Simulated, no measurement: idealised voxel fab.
process module | voxel tone inversion
cross-section cut | 150 nm wide | cells 5 nm
A cross-section is a grid of square cells, given in bands from the top down. A band is one or more rows of cells.
Each band's line starts with the height of the band's top and of its bottom, in nm. Then come its materials from left to right, each with its width in nm. One material with "throughout" fills the band from edge to edge. "air" is empty space.
Height 0 is the level under which the wafer as received is all one material. The lowest band goes on downwards, as in "0 down".
A width such as "30 to 40" changes by the same amount from each row of cells to the next, from the band's top row to its bottom row.
"no change" after a step means that no cell of the cross-section changed.
closed voids: empty space of 8 cells or more with no open way to the top, each as width x height at its distance from the left edge, in nm
after a step's settings: what the simulator itself notes on the step
overlay nm, on a step with a mask: how far to the right of its planned place the mask lay; to the left if negative
plan
1 op RECEIVE | material Si
2 op CONFORMAL_DEP | material SiN | thk nm 5
3 op DIRECTIONAL_DEP | material aC | thk nm 15
4 op PATTERN | tone cover | mask id POSTS | material resist | width nm 25 | pitch nm 40 | thk nm 25 | overlay nm 0
5 op DIRECTIONAL_ETCH | etch materials aC | depth nm 15
6 op STRIP | etch materials resist
7 op FILL_DEP | material SiO2 | thk nm 10
8 op CMP | height nm 20
9 op STRIP | etch materials aC
first wafer, as planned
as received, after step 1
  0 down: Si throughout
  closed voids: none
after step 2
  5 to 0: SiN throughout
  below 0: unchanged
after step 3
  20 to 5: aC throughout
  below 5: unchanged
after step 4
  45 to 20: air 40 | resist 25 | air 15 | resist 25 | air 45
  below 20: unchanged
after step 5
  30 to 20: air 40 | resist 25 | air 15 | resist 25 | air 45
  20 to 5: air 40 | aC 25 | air 15 | aC 25 | air 45
  below 5: unchanged
after step 6
  20 to 5: air 40 | aC 25 | air 15 | aC 25 | air 45
  below 5: unchanged
after step 7
  30 to 20: SiO2 throughout
  20 to 5: SiO2 40 | aC 25 | SiO2 15 | aC 25 | SiO2 45
  below 5: unchanged
after step 8
  20 to 5: SiO2 40 | aC 25 | SiO2 15 | aC 25 | SiO2 45
  below 5: unchanged
after step 9
  20 to 5: SiO2 40 | air 25 | SiO2 15 | air 25 | SiO2 45
  below 5: unchanged
second wafer: like start, like plan, one mistake. Through step 1 it matches the first wafer
when step 2 should have ended
  15 to 0: aC throughout
  below 0: unchanged
when step 3 should have ended
  20 to 15: SiN throughout
  below 15: unchanged
when step 4 should have ended
  45 to 20: air 40 | resist 25 | air 15 | resist 25 | air 45
  below 20: unchanged
when step 5 should have ended
  30 to 20: air 40 | resist 25 | air 15 | resist 25 | air 45
  below 20: unchanged
when step 6 should have ended
  20 to 15: SiN throughout
  below 15: unchanged
when step 7 should have ended
  30 to 20: SiO2 throughout
  below 20: unchanged
when step 8 should have ended
  20 to 15: SiN throughout
  below 15: unchanged
when step 9 should have ended: no change
what went wrong: steps 2 and 3 were swapped
at the end the second wafer has, in cells: 60 fewer of SiO2 | 90 more of aC
